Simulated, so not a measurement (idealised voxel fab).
Process module heading - voxel self aligned contacts
It is cross-section cut that appears here, measuring 230 nm in width, its square cells being 5 nm in size.
Cross-section layout: square cells on a grid; listed as bands, top to bottom; a band spans one or more cell rows. First you get the band's top height and its bottom height, in nm, and then the materials it's made of, left to right, with each width in nm. If you see a single material with "everywhere", that one covers the band edge to edge. "blank" is empty space. It should be noted that heights are counted from 0, beneath which the wafer as supplied is of one material throughout, and that the lowest band possesses no lower boundary but continues downward, as written in "from 0 down". Quick explanation for "30 to 40": the width changes in equal steps down the rows of cells, from the first number in the band's top row to the second number in its bottom row. "no alterations made" for a step: no cell of the cross-section changed in that step. Basically, "Entrapped void list" tells you about the enclosed voids: empty spaces with no open way to the top, 8 cells or bigger, each written width x height at distance, where distance is from the left edge, all in nm. Where a step's line continues beyond its settings, the continuation is a remark by the simulator itself on that step. overlay nm, on a step with a mask: how far to the right of its planned place the mask lay; to the left if negative.

[Intended process steps]
| 1 | RECEIVE: material Si |
| 2 | CONFORMAL_DEP: material SiO2, thk nm 5 |
| 3 | DIRECTIONAL_DEP: material polySi, thk nm 20 |
| 4 | DIRECTIONAL_DEP: material SiN, thk nm 15 |
| 5 | DIRECTIONAL_DEP: material aC, thk nm 15 |
| 6 | PATTERN: tone cover, mask id GATE, material resist, width nm 25, pitch nm 50, thk nm 30, overlay nm 0 |
| 7 | DIRECTIONAL_ETCH: etch materials aC, depth nm 15 |
| 8 | STRIP: etch materials resist |
| 9 | DIRECTIONAL_ETCH: etch materials SiN, depth nm 15 |
| 10 | DIRECTIONAL_ETCH: etch materials polySi, depth nm 20 |
| 11 | STRIP: etch materials aC |
| 12 | CONFORMAL_DEP: material SiN, thk nm 5 |
| 13 | DIRECTIONAL_ETCH: etch materials SiN, depth nm 5 |
| 14 | FILL_DEP: material SiO2, thk nm 15 |
| 15 | CMP: height nm 50 |
| 16 | PATTERN: tone open, mask id CONTACT, material resist, width nm 35, thk nm 15, overlay nm 0 |
| 17 | DIRECTIONAL_ETCH: etch materials SiO2, depth nm 50 |
| 18 | STRIP: etch materials resist |
| 19 | CONFORMAL_DEP: material TiN, thk nm 5 |
| 20 | FILL_DEP: material Ru, thk nm 10 |
| 21 | CMP: height nm 50 |
| 22 | CONFORMAL_DEP: material SiN, thk nm 5 |

[Run as planned: first of two wafers]

[Incoming wafer, cross-sectional view, post step 1]
> from 0 down = Si everywhere
> Entrapped void list: none

[Cross-sectional representation of the wafer at the conclusion of step 2]
> from 5 to 0 = SiO2 everywhere
> Anything lower than 0 is untouched.

[Cross-sectional representation of the wafer at the conclusion of step 3]
> from 25 to 5 = polySi everywhere
> Anything lower than 5 is untouched.

[Cross-sectional representation of the wafer at the conclusion of step 4]
> from 40 to 25 = SiN everywhere
> Anything lower than 25 is untouched.

[Cross-sectional representation of the wafer at the conclusion of step 5]
> from 55 to 40 = aC everywhere
> Anything lower than 40 is untouched.

[Cross-sectional representation of the wafer at the conclusion of step 6]
> from 85 to 55 = 75 nm blank  25 nm resist  25 nm blank  25 nm resist  80 nm blank
> Anything lower than 55 is untouched.

[Cross-sectional representation of the wafer at the conclusion of step 7]
> from 70 to 55 = 75 nm blank  25 nm resist  25 nm blank  25 nm resist  80 nm blank
> from 55 to 40 = 75 nm blank  25 nm aC  25 nm blank  25 nm aC  80 nm blank
> Anything lower than 40 is untouched.

[Cross-sectional representation of the wafer at the conclusion of step 8]
> from 55 to 40 = 75 nm blank  25 nm aC  25 nm blank  25 nm aC  80 nm blank
> Anything lower than 40 is untouched.

[Cross-sectional representation of the wafer at the conclusion of step 9]
> from 55 to 40 = 75 nm blank  25 nm aC  25 nm blank  25 nm aC  80 nm blank
> from 40 to 25 = 75 nm blank  25 nm SiN  25 nm blank  25 nm SiN  80 nm blank
> Anything lower than 25 is untouched.

[Cross-sectional representation of the wafer at the conclusion of step 10]
> from 55 to 40 = 75 nm blank  25 nm aC  25 nm blank  25 nm aC  80 nm blank
> from 40 to 25 = 75 nm blank  25 nm SiN  25 nm blank  25 nm SiN  80 nm blank
> from 25 to 5 = 75 nm blank  25 nm polySi  25 nm blank  25 nm polySi  80 nm blank
> Anything lower than 5 is untouched.

[Cross-sectional representation of the wafer at the conclusion of step 11]
> from 40 to 25 = 75 nm blank  25 nm SiN  25 nm blank  25 nm SiN  80 nm blank
> Anything lower than 25 is untouched.

[Cross-sectional representation of the wafer at the conclusion of step 12]
> from 45 to 25 = 70 nm blank  35 nm SiN  15 nm blank  35 nm SiN  75 nm blank
> from 25 to 10 = 70 nm blank  5 nm SiN  25 nm polySi  5 nm SiN  15 nm blank  5 nm SiN  25 nm polySi  5 nm SiN  75 nm blank
> from 10 to 5 = 75 nm SiN  25 nm polySi  25 nm SiN  25 nm polySi  80 nm SiN
> Anything lower than 5 is untouched.

[Cross-sectional representation of the wafer at the conclusion of step 13]
> from 40 to 25 = 70 nm blank  35 nm SiN  15 nm blank  35 nm SiN  75 nm blank
> from 25 to 5 = 70 nm blank  5 nm SiN  25 nm polySi  5 nm SiN  15 nm blank  5 nm SiN  25 nm polySi  5 nm SiN  75 nm blank
> Anything lower than 5 is untouched.

[Cross-sectional representation of the wafer at the conclusion of step 14]
> from 55 to 40 = SiO2 everywhere
> from 40 to 25 = 70 nm SiO2  35 nm SiN  15 nm SiO2  35 nm SiN  75 nm SiO2
> from 25 to 5 = 70 nm SiO2  5 nm SiN  25 nm polySi  5 nm SiN  15 nm SiO2  5 nm SiN  25 nm polySi  5 nm SiN  75 nm SiO2
> Anything lower than 5 is untouched.

[Cross-sectional representation of the wafer at the conclusion of step 15]
> from 50 to 40 = SiO2 everywhere
> Anything lower than 40 is untouched.

[Cross-sectional representation of the wafer at the conclusion of step 16]
> from 65 to 50 = 95 nm resist  35 nm blank  100 nm resist
> Anything lower than 50 is untouched.

[Cross-sectional representation of the wafer at the conclusion of step 17]
> from 65 to 50 = 95 nm resist  35 nm blank  100 nm resist
> from 50 to 40 = 95 nm SiO2  35 nm blank  100 nm SiO2
> from 40 to 25 = 70 nm SiO2  35 nm SiN  15 nm blank  35 nm SiN  75 nm SiO2
> from 25 to 5 = 70 nm SiO2  5 nm SiN  25 nm polySi  5 nm SiN  15 nm blank  5 nm SiN  25 nm polySi  5 nm SiN  75 nm SiO2
> from 5 to 0 = 105 nm SiO2  15 nm blank  110 nm SiO2
> Anything lower than 0 is untouched.

[Cross-sectional representation of the wafer at the conclusion of step 18]
> from 50 to 40 = 95 nm SiO2  35 nm blank  100 nm SiO2
> Anything lower than 40 is untouched.

[Cross-sectional representation of the wafer at the conclusion of step 19]
> from 55 to 50 = 100 nm TiN  25 nm blank  105 nm TiN
> from 50 to 40 = 95 nm SiO2  5 to 15 nm TiN  25 to 5 nm blank  5 to 15 nm TiN  100 nm SiO2
> from 40 to 25 = 70 nm SiO2  35 nm SiN  5 nm TiN  5 nm blank  5 nm TiN  35 nm SiN  75 nm SiO2
> from 25 to 5 = 70 nm SiO2  5 nm SiN  25 nm polySi  5 nm SiN  5 nm TiN  5 nm blank  5 nm TiN  5 nm SiN  25 nm polySi  5 nm SiN  75 nm SiO2
> from 5 to 0 = 105 nm SiO2  15 nm TiN  110 nm SiO2
> Anything lower than 0 is untouched.

[Cross-sectional representation of the wafer at the conclusion of step 20]
> from 65 to 55 = Ru everywhere
> from 55 to 50 = 100 nm TiN  25 nm Ru  105 nm TiN
> from 50 to 40 = 95 nm SiO2  5 to 15 nm TiN  25 to 5 nm Ru  5 to 15 nm TiN  100 nm SiO2
> from 40 to 25 = 70 nm SiO2  35 nm SiN  5 nm TiN  5 nm Ru  5 nm TiN  35 nm SiN  75 nm SiO2
> from 25 to 5 = 70 nm SiO2  5 nm SiN  25 nm polySi  5 nm SiN  5 nm TiN  5 nm Ru  5 nm TiN  5 nm SiN  25 nm polySi  5 nm SiN  75 nm SiO2
> Anything lower than 5 is untouched.

[Cross-sectional representation of the wafer at the conclusion of step 21]
> from 50 to 40 = 95 nm SiO2  5 to 15 nm TiN  25 to 5 nm Ru  5 to 15 nm TiN  100 nm SiO2
> Anything lower than 40 is untouched.

[Cross-sectional representation of the wafer at the conclusion of step 22]
> from 55 to 50 = SiN everywhere
> Anything lower than 50 is untouched.

[Second of two: same start, same plan, one run error; steps up to and including 3 match the first]

[Second wafer profile in section, at the moment step 4 of the plan was meant to be complete]
> from 55 to 25 = SiN everywhere
> Anything lower than 25 is untouched.

[Second wafer profile in section, at the moment step 5 of the plan was meant to be complete]
> from 70 to 55 = aC everywhere
> Anything lower than 55 is untouched.

[Second wafer profile in section, at the moment step 6 of the plan was meant to be complete]
> from 100 to 70 = 75 nm blank  25 nm resist  25 nm blank  25 nm resist  80 nm blank
> Anything lower than 70 is untouched.

[Second wafer profile in section, at the moment step 7 of the plan was meant to be complete]
> from 85 to 70 = 75 nm blank  25 nm resist  25 nm blank  25 nm resist  80 nm blank
> from 70 to 55 = 75 nm blank  25 nm aC  25 nm blank  25 nm aC  80 nm blank
> Anything lower than 55 is untouched.

[Second wafer profile in section, at the moment step 8 of the plan was meant to be complete]
> from 70 to 55 = 75 nm blank  25 nm aC  25 nm blank  25 nm aC  80 nm blank
> Anything lower than 55 is untouched.

[Second wafer profile in section, at the moment step 9 of the plan was meant to be complete]
> from 70 to 55 = 75 nm blank  25 nm aC  25 nm blank  25 nm aC  80 nm blank
> from 55 to 40 = 75 nm blank  25 nm SiN  25 nm blank  25 nm SiN  80 nm blank
> Anything lower than 40 is untouched.

Second wafer profile in section, at the moment step 10 of the plan was meant to be complete: no alterations made

[Second wafer profile in section, at the moment step 11 of the plan was meant to be complete]
> from 55 to 40 = 75 nm blank  25 nm SiN  25 nm blank  25 nm SiN  80 nm blank
> Anything lower than 40 is untouched.

[Second wafer profile in section, at the moment step 12 of the plan was meant to be complete]
> from 60 to 45 = 70 nm blank  35 nm SiN  15 nm blank  35 nm SiN  75 nm blank
> from 45 to 25 = SiN everywhere
> Anything lower than 25 is untouched.

[Second wafer profile in section, at the moment step 13 of the plan was meant to be complete]
> from 55 to 40 = 70 nm blank  35 nm SiN  15 nm blank  35 nm SiN  75 nm blank
> Anything lower than 40 is untouched.

[Second wafer profile in section, at the moment step 14 of the plan was meant to be complete]
> from 70 to 55 = SiO2 everywhere
> from 55 to 40 = 70 nm SiO2  35 nm SiN  15 nm SiO2  35 nm SiN  75 nm SiO2
> Anything lower than 40 is untouched.

[Second wafer profile in section, at the moment step 15 of the plan was meant to be complete]
> from 50 to 40 = 70 nm SiO2  35 nm SiN  15 nm SiO2  35 nm SiN  75 nm SiO2
> Anything lower than 40 is untouched.

[Second wafer profile in section, at the moment step 16 of the plan was meant to be complete]
> from 65 to 50 = 95 nm resist  35 nm blank  100 nm resist
> Anything lower than 50 is untouched.

[Second wafer profile in section, at the moment step 17 of the plan was meant to be complete]
> from 65 to 50 = 95 nm resist  35 nm blank  100 nm resist
> from 50 to 40 = 70 nm SiO2  35 nm SiN  15 nm blank  35 nm SiN  75 nm SiO2
> Anything lower than 40 is untouched.

[Second wafer profile in section, at the moment step 18 of the plan was meant to be complete]
> from 50 to 40 = 70 nm SiO2  35 nm SiN  15 nm blank  35 nm SiN  75 nm SiO2
> Anything lower than 40 is untouched.

[Second wafer profile in section, at the moment step 19 of the plan was meant to be complete]
> from 55 to 50 = 110 nm TiN  5 nm blank  115 nm TiN
> from 50 to 45 = 70 nm SiO2  35 nm SiN  5 nm TiN  5 nm blank  5 nm TiN  35 nm SiN  75 nm SiO2
> from 45 to 40 = 70 nm SiO2  35 nm SiN  15 nm TiN  35 nm SiN  75 nm SiO2
> Anything lower than 40 is untouched.

[Second wafer profile in section, at the moment step 20 of the plan was meant to be complete]
> from 65 to 55 = Ru everywhere
> from 55 to 50 = 110 nm TiN  5 nm Ru  115 nm TiN
> from 50 to 45 = 70 nm SiO2  35 nm SiN  5 nm TiN  5 nm Ru  5 nm TiN  35 nm SiN  75 nm SiO2
> Anything lower than 45 is untouched.

[Second wafer profile in section, at the moment step 21 of the plan was meant to be complete]
> from 50 to 45 = 70 nm SiO2  35 nm SiN  5 nm TiN  5 nm Ru  5 nm TiN  35 nm SiN  75 nm SiO2
> Anything lower than 45 is untouched.

[Second wafer profile in section, at the moment step 22 of the plan was meant to be complete]
> from 55 to 50 = SiN everywhere
> Anything lower than 50 is untouched.
What went wrong in running the wafer? in the plan, step 4 was performed twice
Wafer comparison, final, in cells, second relative to first, materials more or fewer: 12 fewer of Ru, 108 more of SiN, 220 fewer of SiO2, 20 fewer of TiN, 144 more of polySi
